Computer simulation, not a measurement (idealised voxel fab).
Documented hereafter: the process module known as voxel capacitor over wiring.
This is section cut - it's 250 nm across, gridded in 5 nm square cells.
When this document writes out a cross-section, it uses a grid of square cells and lists it as bands, beginning at the top and moving down, with a band standing for one or more rows of cells.
Basically the band line says how high the top is and how high the bottom is, in nm, and then what's in it from left to right, every material with its width in nm. Empty space shows up as "blank", and if a single material carries "full width" it runs the full band edge to edge.
Zero point of the height axis is 0; under it, received wafer = one material. Lowest band: continues down indefinitely, "top 0, no bottom".
The width entry "30->40" should be interpreted row by row: the top row of cells in the band takes the first number, the bottom row takes the second number, and the change between adjacent rows is uniform throughout.
Basically "identical to before" means that step didn't change any cell in the cross-section.
Look at "Trapped void list" for the closed voids: empty spaces with no open path to the top, sized 8 cells or up. Each is width x height at distance, distance from the left edge, all nm.
Step line, after settings: the simulator's comment on this step.
overlay nm, on a step with a mask: how far to the right of its planned place the mask lay; to the left if negative

-- The process steps that were planned are listed below
1. RECEIVE, material Si
2. CONFORMAL_DEP, material SiO2, thk nm 10
3. CONFORMAL_DEP, material SiCN, thk nm 5
4. DIRECTIONAL_DEP, material lowk, thk nm 20
5. PATTERN, tone open, mask id METAL_1, material resist, width nm 30, pitch nm 100, thk nm 15, overlay nm 0
6. DIRECTIONAL_ETCH, etch materials lowk, depth nm 20
7. DIRECTIONAL_ETCH, etch materials SiCN, depth nm 5
8. STRIP, etch materials resist
9. CONFORMAL_DEP, material TiN, thk nm 5
10. FILL_DEP, material W, thk nm 5
11. CMP, height nm 35
12. CONFORMAL_DEP, material SiCN, thk nm 5
13. DIRECTIONAL_DEP, material lowk, thk nm 10
14. PATTERN, tone open, mask id PLUG_1, material resist, width nm 15, thk nm 20, overlay nm 0
15. DIRECTIONAL_ETCH, etch materials lowk, depth nm 10
16. DIRECTIONAL_ETCH, etch materials SiCN, depth nm 5
17. STRIP, etch materials resist
18. EPI, material Ru, thk nm 10
19. EPI, material Ru, thk nm 5
20. DIRECTIONAL_DEP, material TiN, thk nm 5
21. DIRECTIONAL_DEP, material HfO2, thk nm 5
22. DIRECTIONAL_DEP, material TiN, thk nm 10
23. DIRECTIONAL_DEP, material aC, thk nm 10
24. PATTERN, tone cover, mask id UPPER_PLATE, material resist, width nm 75, thk nm 30, overlay nm 0
25. DIRECTIONAL_ETCH, etch materials aC, depth nm 10
26. STRIP, etch materials resist
27. DIRECTIONAL_ETCH, etch materials TiN, depth nm 10
28. DIRECTIONAL_ETCH, etch materials HfO2, depth nm 5
29. STRIP, etch materials aC
30. DIRECTIONAL_DEP, material aC, thk nm 15
31. PATTERN, tone cover, mask id LOWER_PLATE, material resist, width nm 85, thk nm 30, overlay nm 0
32. DIRECTIONAL_ETCH, etch materials aC, depth nm 15
33. STRIP, etch materials resist
34. DIRECTIONAL_ETCH, etch materials TiN, depth nm 5
35. STRIP, etch materials aC
36. FILL_DEP, material SiO2, thk nm 15
37. CMP, height nm 80
38. DIRECTIONAL_DEP, material aC, thk nm 10
39. PATTERN, tone open, mask id PLUG_2, material resist, width nm 15, thk nm 25, overlay nm 0
40. DIRECTIONAL_ETCH, etch materials aC, depth nm 10
41. STRIP, etch materials resist
42. DIRECTIONAL_ETCH, etch materials SiO2, depth nm 10
43. STRIP, etch materials aC
44. CONFORMAL_DEP, material TiN, thk nm 5
45. FILL_DEP, material W, thk nm 5
46. CMP, height nm 80
47. CONFORMAL_DEP, material SiCN, thk nm 5

-- Step 1 complete: cross-section of the wafer as received
  top 0, no bottom | Si full width
  Trapped void list: none

-- Final cross-section, module run with one mistake (start and plan as above)
  top 85, bottom 80 | SiCN full width
  top 80, bottom 70 | SiO2 75 / TiN 25 / SiO2 150
  top 70, bottom 65 | SiO2 75 / HfO2 25 / TiN 50 / SiO2 100
  top 65, bottom 60 | SiO2 70 / TiN 80 / SiO2 100
  top 60, bottom 55 | SiO2 65 / Ru 35 / HfO2 50 / SiO2 100
  top 55, bottom 50 | SiO2 65 / Ru 35 / TiN 55 / SiO2 95
  top 50, bottom 40 | lowk 75 / Ru 15 / lowk 160
  top 40, bottom 35 | SiCN 75 / Ru 15 / SiCN 160
  top 35, bottom 15 | lowk 60 / TiN 5 / W 20 / TiN 5 / lowk 70 / TiN 5 / W 20 / TiN 5 / lowk 60
  top 15, bottom 10 | SiCN 60 / TiN 30 / SiCN 70 / TiN 30 / SiCN 60
  top 10, bottom 0 | SiO2 full width
  top 0, no bottom | Si full width
  Trapped void list: none
Run error: execution of plan step 18 occurred twice
